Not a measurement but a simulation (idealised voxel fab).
process module | voxel gate over fins
cross-section cut | 250 nm wide | cells 5 nm
A cross-section is a grid of square cells, given in bands from the top down. A band is one or more rows of cells.
Each band's line starts with the height of the band's top and of its bottom, in nm. Then come its materials from left to right, each with its width in nm. One material with "throughout" fills the band from edge to edge. "air" is empty space.
Height 0 is the level under which the wafer as received is all one material. The lowest band goes on downwards, as in "0 down".
A width such as "30 to 40" changes by the same amount from each row of cells to the next, from the band's top row to its bottom row.
"no change" after a step means that no cell of the cross-section changed.
closed voids: empty space of 8 cells or more with no open way to the top, each as width x height at its distance from the left edge, in nm
after a step's settings: what the simulator itself notes on the step
overlay nm, on a step with a mask: how far to the right of its planned place the mask lay; to the left if negative
plan
1 op RECEIVE | material Si
2 op CONFORMAL_DEP | material SiN | thk nm 5
3 op MASKED_ETCH | tone cover | mask id FINS | width nm 15 | pitch nm 55 | etch materials SiN | depth nm 5 | overlay nm 0
4 op MASKED_ETCH | tone cover | mask id FINS | width nm 15 | pitch nm 55 | etch materials Si | depth nm 40 | overlay nm 0
5 op OXIDIZE | depth nm 5
6 op FILL_DEP | material SiO2 | thk nm 15
7 op CMP | height nm 5
8 op MASKED_ETCH | tone open | mask id RAIL | width nm 15 | etch materials SiO2 | depth nm 40 | overlay nm 0
9 op CONFORMAL_DEP | material TiN | thk nm 5
10 op FILL_DEP | material W | thk nm 10
11 op CMP | height nm 5
12 op SELECTIVE_ETCH | etch materials W Ru TiN | depth nm 30
13 op FILL_DEP | material SiO2 | thk nm 5
14 op CMP | height nm 5
15 op SELECTIVE_ETCH | etch materials SiO2 | depth nm 20
16 op STRIP | etch materials SiN
17 op CONFORMAL_DEP | material HfO2 | thk nm 5
18 op CONFORMAL_DEP | material TiN | thk nm 5
19 op FILL_DEP | material W | thk nm 10
20 op CMP | height nm 15
21 op CONFORMAL_DEP | material SiN | thk nm 5
as received, after step 1
  0 down: Si throughout
  closed voids: none
a wafer at the end: this start, this plan, one mistake
  20 to 15: SiN throughout
  15 to 10: W throughout
  10 to 5: W 30 | TiN 25 | W 30 | TiN 25 | W 30 | TiN 25 | W 30 | TiN 25 | W 30
  5 to 0: W 30 | TiN 5 | HfO2 15 | TiN 5 | W 30 | TiN 5 | HfO2 15 | TiN 5 | W 30 | TiN 5 | HfO2 15 | TiN 5 | W 30 | TiN 5 | HfO2 15 | TiN 5 | W 30
  0 to -5: W 30 | TiN 5 | HfO2 5 | Si 5 | HfO2 5 | TiN 5 | W 30 | TiN 5 | HfO2 5 | Si 5 | HfO2 5 | TiN 5 | W 30 | TiN 5 | HfO2 5 | Si 5 | HfO2 5 | TiN 5 | W 30 | TiN 5 | HfO2 5 | Si 5 | HfO2 5 | TiN 5 | W 30
  -5 to -10: TiN 35 | HfO2 5 | Si 5 | HfO2 5 | TiN 40 | HfO2 5 | Si 5 | HfO2 5 | TiN 40 | HfO2 5 | Si 5 | HfO2 5 | TiN 40 | HfO2 5 | Si 5 | HfO2 5 | TiN 35
  -10 to -15: HfO2 40 | Si 5 | HfO2 50 | Si 5 | HfO2 50 | Si 5 | HfO2 50 | Si 5 | HfO2 40
  -15 to -25: SiO2 40 | Si 5 | SiO2 50 | Si 5 | SiO2 50 | Si 5 | SiO2 50 | Si 5 | SiO2 40
  -25 to -30: W 30 | TiN 5 | SiO2 5 | Si 5 | SiO2 5 | TiN 10 | SiO2 15 | TiN 5 | W 5 | TiN 5 | SiO2 5 | Si 5 | SiO2 5 | TiN 5 | W 30 | TiN 5 | SiO2 5 | Si 5 | SiO2 5 | TiN 5 | W 30 | TiN 5 | SiO2 5 | Si 5 | SiO2 5 | TiN 5 | W 30
  -30 to -35: TiN 35 | SiO2 5 | Si 5 | SiO2 5 | TiN 10 | SiO2 15 | TiN 15 | SiO2 5 | Si 5 | SiO2 5 | TiN 40 | SiO2 5 | Si 5 | SiO2 5 | TiN 40 | SiO2 5 | Si 5 | SiO2 5 | TiN 35
  -35 to -45: SiO2 40 | Si 5 | SiO2 50 | Si 5 | SiO2 50 | Si 5 | SiO2 50 | Si 5 | SiO2 40
  -45 down: Si throughout
  closed voids: none
what went wrong: step 8 ran as: op MASKED_ETCH | tone cover | mask id RAIL | width nm 15 | etch materials SiO2 | depth nm 40 | overlay nm 0
